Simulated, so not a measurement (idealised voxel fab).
Herein follows the process module entitled voxel transistor to metal.
In the cross-section labelled cut, the width is 295 nm and each square cell is 5 nm.
When this document writes out a cross-section, it uses a grid of square cells and lists it as bands, beginning at the top and moving down, with a band standing for one or more rows of cells. Each band's line starts with the height of the band's top and of its bottom, in nm. Then come its materials from left to right, each with its width in nm. One material with "full width" fills the band from edge to edge. "air" is empty space. Zero point of the height axis is 0; under it, received wafer = one material. Lowest band: continues down indefinitely, "0..down". A width such as "30..40" changes by the same amount from each row of cells to the next, from the band's top row to its bottom row. A step reported as "nothing altered" is a step in which no cell of the cross-section changed. Closed-off voids of 8+ cells (no open route to the top) go in "Cavities, sealed", written width x height at distance from the left edge, in nm. Note: text after step settings on the step line = simulator remark on that step. Steps that use a mask can have "overlay nm" on their line. It says how far the mask sat to the right of where it was meant to be. Negative means to the left.

### The process steps that were planned are listed below
1 RECEIVE,material Si
2 CONFORMAL_DEP,material SiO2,thk nm 5
3 CONFORMAL_DEP,material SiN,thk nm 10
4 DIRECTIONAL_DEP,material aC,thk nm 10
5 PATTERN,tone cover,mask id ACTIVE,material resist,width nm 95,pitch nm 120,thk nm 25,overlay nm 0
6 DIRECTIONAL_ETCH,etch materials aC,depth nm 10
7 STRIP,etch materials resist
8 DIRECTIONAL_ETCH,etch materials SiN,depth nm 10
9 DIRECTIONAL_ETCH,etch materials SiO2,depth nm 5
10 DIRECTIONAL_ETCH,etch materials Si,depth nm 30
11 STRIP,etch materials aC
12 FILL_DEP,material SiO2,thk nm 10
13 CMP,height nm 15
14 SELECTIVE_ETCH,etch materials SiO2,depth nm 5
15 STRIP,etch materials SiN
16 SELECTIVE_ETCH,etch materials SiO2,depth nm 5
17 OXIDIZE,depth nm 5
18 DIRECTIONAL_DEP,material polySi,thk nm 20
19 DIRECTIONAL_DEP,material SiCN,thk nm 10
20 MASKED_ETCH,tone cover,mask id GATE,width nm 25,pitch nm 120,etch materials SiCN,depth nm 20,overlay nm 0
21 MASKED_ETCH,tone cover,mask id GATE,width nm 25,pitch nm 120,etch materials polySi,depth nm 30,overlay nm 0
22 CONFORMAL_DEP,material SiO2,thk nm 5
23 DIRECTIONAL_ETCH,etch materials SiO2,depth nm 5
24 CONFORMAL_DEP,material SiN,thk nm 5
25 DIRECTIONAL_ETCH,etch materials SiN,depth nm 5
26 DIRECTIONAL_ETCH,etch materials SiO2,depth nm 5
27 DIRECTIONAL_ETCH,etch materials Si,depth nm 15
28 EPI,material nSi,thk nm 15
29 FILL_DEP,material SiO2,thk nm 10
30 CMP,height nm 20
31 STRIP,etch materials polySi
32 SELECTIVE_ETCH,etch materials SiO2,depth nm 5
33 CONFORMAL_DEP,material HfO2,thk nm 5
34 CONFORMAL_DEP,material TiN,thk nm 5
35 FILL_DEP,material W,thk nm 5
36 CMP,height nm 15
37 DIRECTIONAL_DEP,material SiO2,thk nm 10
38 MASKED_ETCH,tone open,mask id CONTACT,width nm 15,etch materials SiO2,depth nm 15,overlay nm 0
39 CONFORMAL_DEP,material TiN,thk nm 5
40 FILL_DEP,material Ru,thk nm 10
41 CMP,height nm 25
42 DIRECTIONAL_DEP,material TiN,thk nm 5
43 DIRECTIONAL_DEP,material Ru,thk nm 20
44 DIRECTIONAL_DEP,material aC,thk nm 10
45 PATTERN,tone cover,mask id METAL_1,material resist,width nm 15,thk nm 30,overlay nm 0
46 DIRECTIONAL_ETCH,etch materials aC,depth nm 10
47 STRIP,etch materials resist
48 DIRECTIONAL_ETCH,etch materials Ru,depth nm 20
49 DIRECTIONAL_ETCH,etch materials TiN,depth nm 5
50 STRIP,etch materials aC
51 CONFORMAL_DEP,material SiCN,thk nm 5
52 FILL_DEP,material SiO2,thk nm 10
53 CMP,height nm 50
54 CONFORMAL_DEP,material SiCN,thk nm 5

### Run as planned: first of two wafers

### Shown in cross-section is the wafer as received, that is, as it stands after step 1
  0..down  Si full width
  Cavities, sealed: none

### Cross-section of the wafer after step 2
  5..0  SiO2 full width
  All layers under 0 are left as they were.

### Cross-section of the wafer after step 3
  15..5  SiN full width
  All layers under 5 are left as they were.

### Cross-section of the wafer after step 4
  25..15  aC full width
  All layers under 15 are left as they were.

### Cross-section of the wafer after step 5
  50..25  air=40; resist=95; air=25; resist=95; air=40
  All layers under 25 are left as they were.

### Cross-section of the wafer after step 6
  40..25  air=40; resist=95; air=25; resist=95; air=40
  25..15  air=40; aC=95; air=25; aC=95; air=40
  All layers under 15 are left as they were.

### Cross-section of the wafer after step 7
  25..15  air=40; aC=95; air=25; aC=95; air=40
  All layers under 15 are left as they were.

### Cross-section of the wafer after step 8
  25..15  air=40; aC=95; air=25; aC=95; air=40
  15..5  air=40; SiN=95; air=25; SiN=95; air=40
  All layers under 5 are left as they were.

### Cross-section of the wafer after step 9
  25..15  air=40; aC=95; air=25; aC=95; air=40
  15..5  air=40; SiN=95; air=25; SiN=95; air=40
  5..0  air=40; SiO2=95; air=25; SiO2=95; air=40
  All layers under 0 are left as they were.

### Cross-section of the wafer after step 10
  25..15  air=40; aC=95; air=25; aC=95; air=40
  15..5  air=40; SiN=95; air=25; SiN=95; air=40
  5..0  air=40; SiO2=95; air=25; SiO2=95; air=40
  0..-30  air=40; Si=95; air=25; Si=95; air=40
  All layers under -30 are left as they were.

### Cross-section of the wafer after step 11
  15..5  air=40; SiN=95; air=25; SiN=95; air=40
  All layers under 5 are left as they were.

### Cross-section of the wafer after step 12
  25..15  SiO2 full width
  15..5  SiO2=40; SiN=95; SiO2=25; SiN=95; SiO2=40
  5..0  SiO2 full width
  0..-30  SiO2=40; Si=95; SiO2=25; Si=95; SiO2=40
  All layers under -30 are left as they were.

### Cross-section of the wafer after step 13
  15..5  SiO2=40; SiN=95; SiO2=25; SiN=95; SiO2=40
  All layers under 5 are left as they were.

### Cross-section of the wafer after step 14
  15..10  air=40; SiN=95; air=25; SiN=95; air=40
  All layers under 10 are left as they were.

### Cross-section of the wafer after step 15
  10..5  SiO2=40; air=95; SiO2=25; air=95; SiO2=40
  All layers under 5 are left as they were.

### Cross-section of the wafer after step 16
  5..0  SiO2=35; air=105; SiO2=15; air=105; SiO2=35
  All layers under 0 are left as they were.

### Cross-section of the wafer after step 17
  5..0  SiO2=35; air=105; SiO2=15; air=105; SiO2=35
  0..-5  SiO2 full width
  All layers under -5 are left as they were.

### Cross-section of the wafer after step 18
  25..20  polySi=35; air=105; polySi=15; air=105; polySi=35
  20..5  polySi full width
  5..0  SiO2=35; polySi=105; SiO2=15; polySi=105; SiO2=35
  All layers under 0 are left as they were.

### Cross-section of the wafer after step 19
  35..30  SiCN=35; air=105; SiCN=15; air=105; SiCN=35
  30..25  SiCN full width
  25..20  polySi=35; SiCN=105; polySi=15; SiCN=105; polySi=35
  All layers under 20 are left as they were.

### Cross-section of the wafer after step 20
  30..25  air=75; SiCN=25; air=95; SiCN=25; air=75
  25..20  polySi=35; air=40; SiCN=25; air=40; polySi=15; air=40; SiCN=25; air=40; polySi=35
  All layers under 20 are left as they were.

### Cross-section of the wafer after step 21
  30..20  air=75; SiCN=25; air=95; SiCN=25; air=75
  20..5  air=75; polySi=25; air=95; polySi=25; air=75
  5..0  SiO2=35; air=40; polySi=25; air=40; SiO2=15; air=40; polySi=25; air=40; SiO2=35
  All layers under 0 are left as they were.

### Cross-section of the wafer after step 22
  35..30  air=70; SiO2=35; air=85; SiO2=35; air=70
  30..20  air=70; SiO2=5; SiCN=25; SiO2=5; air=85; SiO2=5; SiCN=25; SiO2=5; air=70
  20..10  air=70; SiO2=5; polySi=25; SiO2=5; air=85; SiO2=5; polySi=25; SiO2=5; air=70
  10..5  SiO2=40; air=30; SiO2=5; polySi=25; SiO2=5; air=30; SiO2=25; air=30; SiO2=5; polySi=25; SiO2=5; air=30; SiO2=40
  5..0  SiO2=75; polySi=25; SiO2=95; polySi=25; SiO2=75
  All layers under 0 are left as they were.

### Cross-section of the wafer after step 23
  30..20  air=70; SiO2=5; SiCN=25; SiO2=5; air=85; SiO2=5; SiCN=25; SiO2=5; air=70
  20..5  air=70; SiO2=5; polySi=25; SiO2=5; air=85; SiO2=5; polySi=25; SiO2=5; air=70
  5..0  SiO2=40; air=30; SiO2=5; polySi=25; SiO2=5; air=30; SiO2=25; air=30; SiO2=5; polySi=25; SiO2=5; air=30; SiO2=40
  All layers under 0 are left as they were.

### Cross-section of the wafer after step 24
  35..30  air=65; SiN=45; air=75; SiN=45; air=65
  30..20  air=65; SiN=5; SiO2=5; SiCN=25; SiO2=5; SiN=5; air=75; SiN=5; SiO2=5; SiCN=25; SiO2=5; SiN=5; air=65
  20..10  air=65; SiN=5; SiO2=5; polySi=25; SiO2=5; SiN=5; air=75; SiN=5; SiO2=5; polySi=25; SiO2=5; SiN=5; air=65
  10..5  SiN=45; air=20; SiN=5; SiO2=5; polySi=25; SiO2=5; SiN=5; air=20; SiN=35; air=20; SiN=5; SiO2=5; polySi=25; SiO2=5; SiN=5; air=20; SiN=45
  5..0  SiO2=40; SiN=30; SiO2=5; polySi=25; SiO2=5; SiN=30; SiO2=25; SiN=30; SiO2=5; polySi=25; SiO2=5; SiN=30; SiO2=40
  All layers under 0 are left as they were.

### Cross-section of the wafer after step 25
  30..20  air=65; SiN=5; SiO2=5; SiCN=25; SiO2=5; SiN=5; air=75; SiN=5; SiO2=5; SiCN=25; SiO2=5; SiN=5; air=65
  20..5  air=65; SiN=5; SiO2=5; polySi=25; SiO2=5; SiN=5; air=75; SiN=5; SiO2=5; polySi=25; SiO2=5; SiN=5; air=65
  5..0  SiO2=40; SiN=5; air=20; SiN=5; SiO2=5; polySi=25; SiO2=5; SiN=5; air=20; SiN=5; SiO2=25; SiN=5; air=20; SiN=5; SiO2=5; polySi=25; SiO2=5; SiN=5; air=20; SiN=5; SiO2=40
  All layers under 0 are left as they were.

### Cross-section of the wafer after step 26
  30..25  air=65; SiN=5; air=5; SiCN=25; air=5; SiN=5; air=75; SiN=5; air=5; SiCN=25; air=5; SiN=5; air=65
  25..20  air=65; SiN=5; SiO2=5; SiCN=25; SiO2=5; SiN=5; air=75; SiN=5; SiO2=5; SiCN=25; SiO2=5; SiN=5; air=65
  20..5  air=65; SiN=5; SiO2=5; polySi=25; SiO2=5; SiN=5; air=75; SiN=5; SiO2=5; polySi=25; SiO2=5; SiN=5; air=65
  5..0  air=40; SiN=5; air=20; SiN=5; SiO2=5; polySi=25; SiO2=5; SiN=5; air=20; SiN=5; air=25; SiN=5; air=20; SiN=5; SiO2=5; polySi=25; SiO2=5; SiN=5; air=20; SiN=5; air=40
  0..-5  SiO2=45; air=20; SiO2=45; air=20; SiO2=35; air=20; SiO2=45; air=20; SiO2=45
  All layers under -5 are left as they were.

### Cross-section of the wafer after step 27
  30..25  air=65; SiN=5; air=5; SiCN=25; air=5; SiN=5; air=75; SiN=5; air=5; SiCN=25; air=5; SiN=5; air=65
  25..20  air=65; SiN=5; SiO2=5; SiCN=25; SiO2=5; SiN=5; air=75; SiN=5; SiO2=5; SiCN=25; SiO2=5; SiN=5; air=65
  20..5  air=65; SiN=5; SiO2=5; polySi=25; SiO2=5; SiN=5; air=75; SiN=5; SiO2=5; polySi=25; SiO2=5; SiN=5; air=65
  5..0  air=40; SiN=5; air=20; SiN=5; SiO2=5; polySi=25; SiO2=5; SiN=5; air=20; SiN=5; air=25; SiN=5; air=20; SiN=5; SiO2=5; polySi=25; SiO2=5; SiN=5; air=20; SiN=5; air=40
  0..-5  SiO2=45; air=20; SiO2=45; air=20; SiO2=35; air=20; SiO2=45; air=20; SiO2=45
  -5..-20  SiO2=40; Si=5; air=20; Si=45; air=20; Si=5; SiO2=25; Si=5; air=20; Si=45; air=20; Si=5; SiO2=40
  All layers under -20 are left as they were.

### Cross-section of the wafer after step 28
  30..25  air=65; SiN=5; air=5; SiCN=25; air=5; SiN=5; air=75; SiN=5; air=5; SiCN=25; air=5; SiN=5; air=65
  25..20  air=65; SiN=5; SiO2=5; SiCN=25; SiO2=5; SiN=5; air=75; SiN=5; SiO2=5; SiCN=25; SiO2=5; SiN=5; air=65
  20..10  air=65; SiN=5; SiO2=5; polySi=25; SiO2=5; SiN=5; air=75; SiN=5; SiO2=5; polySi=25; SiO2=5; SiN=5; air=65
  10..5  air=40; nSi=25; SiN=5; SiO2=5; polySi=25; SiO2=5; SiN=5; nSi=25; air=25; nSi=25; SiN=5; SiO2=5; polySi=25; SiO2=5; SiN=5; nSi=25; air=40
  5..0  air=40; SiN=5; nSi=20; SiN=5; SiO2=5; polySi=25; SiO2=5; SiN=5; nSi=20; SiN=5; air=25; SiN=5; nSi=20; SiN=5; SiO2=5; polySi=25; SiO2=5; SiN=5; nSi=20; SiN=5; air=40
  0..-5  SiO2=45; nSi=20; SiO2=45; nSi=20; SiO2=35; nSi=20; SiO2=45; nSi=20; SiO2=45
  -5..-20  SiO2=40; Si=5; nSi=20; Si=45; nSi=20; Si=5; SiO2=25; Si=5; nSi=20; Si=45; nSi=20; Si=5; SiO2=40
  All layers under -20 are left as they were.

### Cross-section of the wafer after step 29
  40..30  SiO2 full width
  30..20  SiO2=65; SiN=5; SiO2=5; SiCN=25; SiO2=5; SiN=5; SiO2=75; SiN=5; SiO2=5; SiCN=25; SiO2=5; SiN=5; SiO2=65
  20..10  SiO2=65; SiN=5; SiO2=5; polySi=25; SiO2=5; SiN=5; SiO2=75; SiN=5; SiO2=5; polySi=25; SiO2=5; SiN=5; SiO2=65
  10..5  SiO2=40; nSi=25; SiN=5; SiO2=5; polySi=25; SiO2=5; SiN=5; nSi=25; SiO2=25; nSi=25; SiN=5; SiO2=5; polySi=25; SiO2=5; SiN=5; nSi=25; SiO2=40
  5..0  SiO2=40; SiN=5; nSi=20; SiN=5; SiO2=5; polySi=25; SiO2=5; SiN=5; nSi=20; SiN=5; SiO2=25; SiN=5; nSi=20; SiN=5; SiO2=5; polySi=25; SiO2=5; SiN=5; nSi=20; SiN=5; SiO2=40
  All layers under 0 are left as they were.

### Cross-section of the wafer after step 30
  20..10  SiO2=65; SiN=5; SiO2=5; polySi=25; SiO2=5; SiN=5; SiO2=75; SiN=5; SiO2=5; polySi=25; SiO2=5; SiN=5; SiO2=65
  All layers under 10 are left as they were.

### Cross-section of the wafer after step 31
  20..10  SiO2=65; SiN=5; SiO2=5; air=25; SiO2=5; SiN=5; SiO2=75; SiN=5; SiO2=5; air=25; SiO2=5; SiN=5; SiO2=65
  10..5  SiO2=40; nSi=25; SiN=5; SiO2=5; air=25; SiO2=5; SiN=5; nSi=25; SiO2=25; nSi=25; SiN=5; SiO2=5; air=25; SiO2=5; SiN=5; nSi=25; SiO2=40
  5..0  SiO2=40; SiN=5; nSi=20; SiN=5; SiO2=5; air=25; SiO2=5; SiN=5; nSi=20; SiN=5; SiO2=25; SiN=5; nSi=20; SiN=5; SiO2=5; air=25; SiO2=5; SiN=5; nSi=20; SiN=5; SiO2=40
  All layers under 0 are left as they were.

### Cross-section of the wafer after step 32
  20..15  air=65; SiN=5; air=35; SiN=5; air=75; SiN=5; air=35; SiN=5; air=65
  15..10  SiO2=65; SiN=5; air=35; SiN=5; SiO2=75; SiN=5; air=35; SiN=5; SiO2=65
  10..5  SiO2=40; nSi=25; SiN=5; air=35; SiN=5; nSi=25; SiO2=25; nSi=25; SiN=5; air=35; SiN=5; nSi=25; SiO2=40
  5..0  SiO2=40; SiN=5; nSi=20; SiN=5; air=35; SiN=5; nSi=20; SiN=5; SiO2=25; SiN=5; nSi=20; SiN=5; air=35; SiN=5; nSi=20; SiN=5; SiO2=40
  0..-5  SiO2=45; nSi=20; SiO2=5; air=35; SiO2=5; nSi=20; SiO2=35; nSi=20; SiO2=5; air=35; SiO2=5; nSi=20; SiO2=45
  All layers under -5 are left as they were.

### Cross-section of the wafer after step 33
  25..20  air=60; HfO2=15; air=25; HfO2=15; air=65; HfO2=15; air=25; HfO2=15; air=60
  20..15  HfO2=65; SiN=5; HfO2=5; air=25; HfO2=5; SiN=5; HfO2=75; SiN=5; HfO2=5; air=25; HfO2=5; SiN=5; HfO2=65
  15..10  SiO2=65; SiN=5; HfO2=5; air=25; HfO2=5; SiN=5; SiO2=75; SiN=5; HfO2=5; air=25; HfO2=5; SiN=5; SiO2=65
  10..5  SiO2=40; nSi=25; SiN=5; HfO2=5; air=25; HfO2=5; SiN=5; nSi=25; SiO2=25; nSi=25; SiN=5; HfO2=5; air=25; HfO2=5; SiN=5; nSi=25; SiO2=40
  5..0  SiO2=40; SiN=5; nSi=20; SiN=5; HfO2=5; air=25; HfO2=5; SiN=5; nSi=20; SiN=5; SiO2=25; SiN=5; nSi=20; SiN=5; HfO2=5; air=25; HfO2=5; SiN=5; nSi=20; SiN=5; SiO2=40
  0..-5  SiO2=45; nSi=20; SiO2=5; HfO2=35; SiO2=5; nSi=20; SiO2=35; nSi=20; SiO2=5; HfO2=35; SiO2=5; nSi=20; SiO2=45
  All layers under -5 are left as they were.

### Cross-section of the wafer after step 34
  30..25  air=55; TiN=25; air=15; TiN=25; air=55; TiN=25; air=15; TiN=25; air=55
  25..20  TiN=60; HfO2=15; TiN=5; air=15; TiN=5; HfO2=15; TiN=65; HfO2=15; TiN=5; air=15; TiN=5; HfO2=15; TiN=60
  20..15  HfO2=65; SiN=5; HfO2=5; TiN=5; air=15; TiN=5; HfO2=5; SiN=5; HfO2=75; SiN=5; HfO2=5; TiN=5; air=15; TiN=5; HfO2=5; SiN=5; HfO2=65
  15..10  SiO2=65; SiN=5; HfO2=5; TiN=5; air=15; TiN=5; HfO2=5; SiN=5; SiO2=75; SiN=5; HfO2=5; TiN=5; air=15; TiN=5; HfO2=5; SiN=5; SiO2=65
  10..5  SiO2=40; nSi=25; SiN=5; HfO2=5; TiN=5; air=15; TiN=5; HfO2=5; SiN=5; nSi=25; SiO2=25; nSi=25; SiN=5; HfO2=5; TiN=5; air=15; TiN=5; HfO2=5; SiN=5; nSi=25; SiO2=40
  5..0  SiO2=40; SiN=5; nSi=20; SiN=5; HfO2=5; TiN=25; HfO2=5; SiN=5; nSi=20; SiN=5; SiO2=25; SiN=5; nSi=20; SiN=5; HfO2=5; TiN=25; HfO2=5; SiN=5; nSi=20; SiN=5; SiO2=40
  All layers under 0 are left as they were.

### Cross-section of the wafer after step 35
  35..30  W full width
  30..25  W=55; TiN=25; W=15; TiN=25; W=55; TiN=25; W=15; TiN=25; W=55
  25..20  TiN=60; HfO2=15; TiN=5; W=15; TiN=5; HfO2=15; TiN=65; HfO2=15; TiN=5; W=15; TiN=5; HfO2=15; TiN=60
  20..15  HfO2=65; SiN=5; HfO2=5; TiN=5; W=15; TiN=5; HfO2=5; SiN=5; HfO2=75; SiN=5; HfO2=5; TiN=5; W=15; TiN=5; HfO2=5; SiN=5; HfO2=65
  15..10  SiO2=65; SiN=5; HfO2=5; TiN=5; W=15; TiN=5; HfO2=5; SiN=5; SiO2=75; SiN=5; HfO2=5; TiN=5; W=15; TiN=5; HfO2=5; SiN=5; SiO2=65
  10..5  SiO2=40; nSi=25; SiN=5; HfO2=5; TiN=5; W=15; TiN=5; HfO2=5; SiN=5; nSi=25; SiO2=25; nSi=25; SiN=5; HfO2=5; TiN=5; W=15; TiN=5; HfO2=5; SiN=5; nSi=25; SiO2=40
  All layers under 5 are left as they were.

### Cross-section of the wafer after step 36
  15..10  SiO2=65; SiN=5; HfO2=5; TiN=5; W=15; TiN=5; HfO2=5; SiN=5; SiO2=75; SiN=5; HfO2=5; TiN=5; W=15; TiN=5; HfO2=5; SiN=5; SiO2=65
  All layers under 10 are left as they were.

### Cross-section of the wafer after step 37
  25..15  SiO2 full width
  All layers under 15 are left as they were.

### Cross-section of the wafer after step 38
  25..15  SiO2=45; air=15; SiO2=55; air=15; SiO2=35; air=15; SiO2=55; air=15; SiO2=45
  15..10  SiO2=45; air=15; SiO2=5; SiN=5; HfO2=5; TiN=5; W=15; TiN=5; HfO2=5; SiN=5; SiO2=5; air=15; SiO2=35; air=15; SiO2=5; SiN=5; HfO2=5; TiN=5; W=15; TiN=5; HfO2=5; SiN=5; SiO2=5; air=15; SiO2=45
  All layers under 10 are left as they were.

### Cross-section of the wafer after step 39
  30..25  TiN=50; air=5; TiN=65; air=5; TiN=45; air=5; TiN=65; air=5; TiN=50
  25..15  SiO2=45; TiN=5; air=5; TiN=5; SiO2=55; TiN=5; air=5; TiN=5; SiO2=35; TiN=5; air=5; TiN=5; SiO2=55; TiN=5; air=5; TiN=5; SiO2=45
  15..10  SiO2=45; TiN=15; SiO2=5; SiN=5; HfO2=5; TiN=5; W=15; TiN=5; HfO2=5; SiN=5; SiO2=5; TiN=15; SiO2=35; TiN=15; SiO2=5; SiN=5; HfO2=5; TiN=5; W=15; TiN=5; HfO2=5; SiN=5; SiO2=5; TiN=15; SiO2=45
  All layers under 10 are left as they were.

### Cross-section of the wafer after step 40
  40..30  Ru full width
  30..25  TiN=50; Ru=5; TiN=65; Ru=5; TiN=45; Ru=5; TiN=65; Ru=5; TiN=50
  25..15  SiO2=45; TiN=5; Ru=5; TiN=5; SiO2=55; TiN=5; Ru=5; TiN=5; SiO2=35; TiN=5; Ru=5; TiN=5; SiO2=55; TiN=5; Ru=5; TiN=5; SiO2=45
  All layers under 15 are left as they were.

### Cross-section of the wafer after step 41
  25..15  SiO2=45; TiN=5; Ru=5; TiN=5; SiO2=55; TiN=5; Ru=5; TiN=5; SiO2=35; TiN=5; Ru=5; TiN=5; SiO2=55; TiN=5; Ru=5; TiN=5; SiO2=45
  All layers under 15 are left as they were.

### Cross-section of the wafer after step 42
  30..25  TiN full width
  All layers under 25 are left as they were.

### Cross-section of the wafer after step 43
  50..30  Ru full width
  All layers under 30 are left as they were.

### Cross-section of the wafer after step 44
  60..50  aC full width
  All layers under 50 are left as they were.

### Cross-section of the wafer after step 45
  90..60  air=45; resist=15; air=55; resist=15; air=35; resist=15; air=55; resist=15; air=45
  All layers under 60 are left as they were.

### Cross-section of the wafer after step 46
  80..60  air=45; resist=15; air=55; resist=15; air=35; resist=15; air=55; resist=15; air=45
  60..50  air=45; aC=15; air=55; aC=15; air=35; aC=15; air=55; aC=15; air=45
  All layers under 50 are left as they were.

### Cross-section of the wafer after step 47
  60..50  air=45; aC=15; air=55; aC=15; air=35; aC=15; air=55; aC=15; air=45
  All layers under 50 are left as they were.

### Cross-section of the wafer after step 48
  60..50  air=45; aC=15; air=55; aC=15; air=35; aC=15; air=55; aC=15; air=45
  50..30  air=45; Ru=15; air=55; Ru=15; air=35; Ru=15; air=55; Ru=15; air=45
  All layers under 30 are left as they were.

### Cross-section of the wafer after step 49
  60..50  air=45; aC=15; air=55; aC=15; air=35; aC=15; air=55; aC=15; air=45
  50..30  air=45; Ru=15; air=55; Ru=15; air=35; Ru=15; air=55; Ru=15; air=45
  30..25  air=45; TiN=15; air=55; TiN=15; air=35; TiN=15; air=55; TiN=15; air=45
  All layers under 25 are left as they were.

### Cross-section of the wafer after step 50
  50..30  air=45; Ru=15; air=55; Ru=15; air=35; Ru=15; air=55; Ru=15; air=45
  All layers under 30 are left as they were.

### Cross-section of the wafer after step 51
  55..50  air=40; SiCN=25; air=45; SiCN=25; air=25; SiCN=25; air=45; SiCN=25; air=40
  50..30  air=40; SiCN=5; Ru=15; SiCN=5; air=45; SiCN=5; Ru=15; SiCN=5; air=25; SiCN=5; Ru=15; SiCN=5; air=45; SiCN=5; Ru=15; SiCN=5; air=40
  30..25  SiCN=45; TiN=15; SiCN=55; TiN=15; SiCN=35; TiN=15; SiCN=55; TiN=15; SiCN=45
  All layers under 25 are left as they were.

### Cross-section of the wafer after step 52
  65..55  SiO2 full width
  55..50  SiO2=40; SiCN=25; SiO2=45; SiCN=25; SiO2=25; SiCN=25; SiO2=45; SiCN=25; SiO2=40
  50..30  SiO2=40; SiCN=5; Ru=15; SiCN=5; SiO2=45; SiCN=5; Ru=15; SiCN=5; SiO2=25; SiCN=5; Ru=15; SiCN=5; SiO2=45; SiCN=5; Ru=15; SiCN=5; SiO2=40
  All layers under 30 are left as they were.

### Cross-section of the wafer after step 53
  50..30  SiO2=40; SiCN=5; Ru=15; SiCN=5; SiO2=45; SiCN=5; Ru=15; SiCN=5; SiO2=25; SiCN=5; Ru=15; SiCN=5; SiO2=45; SiCN=5; Ru=15; SiCN=5; SiO2=40
  All layers under 30 are left as they were.

### Cross-section of the wafer after step 54
  55..50  SiCN full width
  All layers under 50 are left as they were.

### Second wafer: same start and same plan as the first, one execution error; identical to the first through step 44

### Second wafer at the planned finish of step 45, seen in cross-section
  90..60  air=50; resist=15; air=55; resist=15; air=35; resist=15; air=55; resist=15; air=40
  All layers under 60 are left as they were.

### Second wafer at the planned finish of step 46, seen in cross-section
  80..60  air=50; resist=15; air=55; resist=15; air=35; resist=15; air=55; resist=15; air=40
  60..50  air=50; aC=15; air=55; aC=15; air=35; aC=15; air=55; aC=15; air=40
  All layers under 50 are left as they were.

### Second wafer at the planned finish of step 47, seen in cross-section
  60..50  air=50; aC=15; air=55; aC=15; air=35; aC=15; air=55; aC=15; air=40
  All layers under 50 are left as they were.

### Second wafer at the planned finish of step 48, seen in cross-section
  60..50  air=50; aC=15; air=55; aC=15; air=35; aC=15; air=55; aC=15; air=40
  50..30  air=50; Ru=15; air=55; Ru=15; air=35; Ru=15; air=55; Ru=15; air=40
  All layers under 30 are left as they were.

### Second wafer at the planned finish of step 49, seen in cross-section
  60..50  air=50; aC=15; air=55; aC=15; air=35; aC=15; air=55; aC=15; air=40
  50..30  air=50; Ru=15; air=55; Ru=15; air=35; Ru=15; air=55; Ru=15; air=40
  30..25  air=50; TiN=15; air=55; TiN=15; air=35; TiN=15; air=55; TiN=15; air=40
  All layers under 25 are left as they were.

### Second wafer at the planned finish of step 50, seen in cross-section
  50..30  air=50; Ru=15; air=55; Ru=15; air=35; Ru=15; air=55; Ru=15; air=40
  All layers under 30 are left as they were.

### Second wafer at the planned finish of step 51, seen in cross-section
  55..50  air=45; SiCN=25; air=45; SiCN=25; air=25; SiCN=25; air=45; SiCN=25; air=35
  50..30  air=45; SiCN=5; Ru=15; SiCN=5; air=45; SiCN=5; Ru=15; SiCN=5; air=25; SiCN=5; Ru=15; SiCN=5; air=45; SiCN=5; Ru=15; SiCN=5; air=35
  30..25  SiCN=50; TiN=15; SiCN=55; TiN=15; SiCN=35; TiN=15; SiCN=55; TiN=15; SiCN=40
  All layers under 25 are left as they were.

### Second wafer at the planned finish of step 52, seen in cross-section
  65..55  SiO2 full width
  55..50  SiO2=45; SiCN=25; SiO2=45; SiCN=25; SiO2=25; SiCN=25; SiO2=45; SiCN=25; SiO2=35
  50..30  SiO2=45; SiCN=5; Ru=15; SiCN=5; SiO2=45; SiCN=5; Ru=15; SiCN=5; SiO2=25; SiCN=5; Ru=15; SiCN=5; SiO2=45; SiCN=5; Ru=15; SiCN=5; SiO2=35
  All layers under 30 are left as they were.

### Second wafer at the planned finish of step 53, seen in cross-section
  50..30  SiO2=45; SiCN=5; Ru=15; SiCN=5; SiO2=45; SiCN=5; Ru=15; SiCN=5; SiO2=25; SiCN=5; Ru=15; SiCN=5; SiO2=45; SiCN=5; Ru=15; SiCN=5; SiO2=35
  All layers under 30 are left as they were.

### Second wafer at the planned finish of step 54, seen in cross-section
  55..50  SiCN full width
  All layers under 50 are left as they were.
Against the plan, the run slipped here: so step 45 ended up running with a different setting than we planned, it ran as PATTERN,tone cover,mask id METAL_1,material resist,width nm 15,thk nm 30,overlay nm 5
By the end, you'd get the same cell count for each material on either wafer, but the second wafer puts them somewhere else.
